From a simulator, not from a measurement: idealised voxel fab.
The name of this process module is voxel self aligned contacts.
The width of the displayed cross-section, cut, is 250 nm; its cells are square, with a size of 5 nm.
If you're reading a cross-section in this doc, picture square cells in a grid; it comes to you as bands, top ones listed first down to the bottom, and a band can be one or more rows of cells. Look at the band entry: it leads with the top's height and the bottom's height in nm. Then it lists the materials left to right, with a width in nm for each. The word "edge to edge" on a single material says that material fills the band edge to edge. The word "empty" is empty space. For the purposes of this specification, 0 denotes the height below which the wafer in its as-received condition is composed wholly of one material, and the lowermost band, lacking a lower limit, extends downward without end, as expressed in "0..down". The two numbers in a width such as "30 to 40" mark its ends across the band: the first belongs to the top row of cells, the second to the bottom row, and from each row to the next the width moves by the same amount. "same as before" means the step left every cell of the cross-section as it was. Each empty space that has no open way to the top and spans at least 8 cells appears under "Entrapped voids" as width x height at distance, the distance counted from the left edge, all in nm. On each step's line, the part that comes after the settings is the simulator's own comment on the step. The optional step-line setting "overlay nm" applies to steps with a mask and quantifies how far to the right of its planned location the mask lay, a negative value indicating leftward placement.
plan:
step 1: RECEIVE,material Si
step 2: OXIDIZE,depth nm 5
step 3: DIRECTIONAL_DEP,material polySi,thk nm 30
step 4: DIRECTIONAL_DEP,material SiN,thk nm 15
step 5: DIRECTIONAL_DEP,material aC,thk nm 10
step 6: PATTERN,tone cover,mask id GATE,material resist,width nm 30,pitch nm 55,thk nm 25,overlay nm 0
step 7: DIRECTIONAL_ETCH,etch materials aC,depth nm 10
step 8: STRIP,etch materials resist
step 9: DIRECTIONAL_ETCH,etch materials SiN,depth nm 15
step 10: DIRECTIONAL_ETCH,etch materials polySi,depth nm 30
step 11: STRIP,etch materials aC
step 12: CONFORMAL_DEP,material SiN,thk nm 5
step 13: DIRECTIONAL_ETCH,etch materials SiN,depth nm 5
step 14: FILL_DEP,material SiO2,thk nm 15
step 15: CMP,height nm 55
step 16: DIRECTIONAL_DEP,material aC,thk nm 10
step 17: PATTERN,tone open,mask id CONTACT,material resist,width nm 35,pitch nm 55,thk nm 25,overlay nm 0
step 18: DIRECTIONAL_ETCH,etch materials aC,depth nm 10
step 19: STRIP,etch materials resist
step 20: DIRECTIONAL_ETCH,etch materials SiO2,depth nm 60
step 21: STRIP,etch materials aC
step 22: CONFORMAL_DEP,material TiN,thk nm 5
step 23: FILL_DEP,material W,thk nm 10
step 24: CMP,height nm 55
step 25: CONFORMAL_DEP,material SiCN,thk nm 5
Incoming wafer, cross-sectional view, post step 1:
> 0..down: Si edge to edge
> Entrapped voids: none
Final wafer profile in cross-section after the module, from the same start and plan as above, with one mistake made during processing:
> 60..55: SiCN edge to edge
> 55..45: SiO2=80  SiN=5 to 15  W=25 to 5  SiN=5 to 15  SiO2=20  SiN=5 to 15  W=25 to 5  SiN=5 to 15  SiO2=80
> 45..30: SiO2=50  SiN=45  W=5  SiN=50  W=5  SiN=45  SiO2=50
> 30..0: SiO2=50  SiN=5  polySi=30  SiN=10  W=5  SiN=10  polySi=30  SiN=10  W=5  SiN=10  polySi=30  SiN=5  SiO2=50
> 0..-5: SiO2=90  SiN=15  SiO2=40  SiN=15  SiO2=90
> -5..down: Si edge to edge
> Entrapped voids: none
Short version of what went wrong: planned and actual differ for step 22; actual: CONFORMAL_DEP,material SiN,thk nm 5
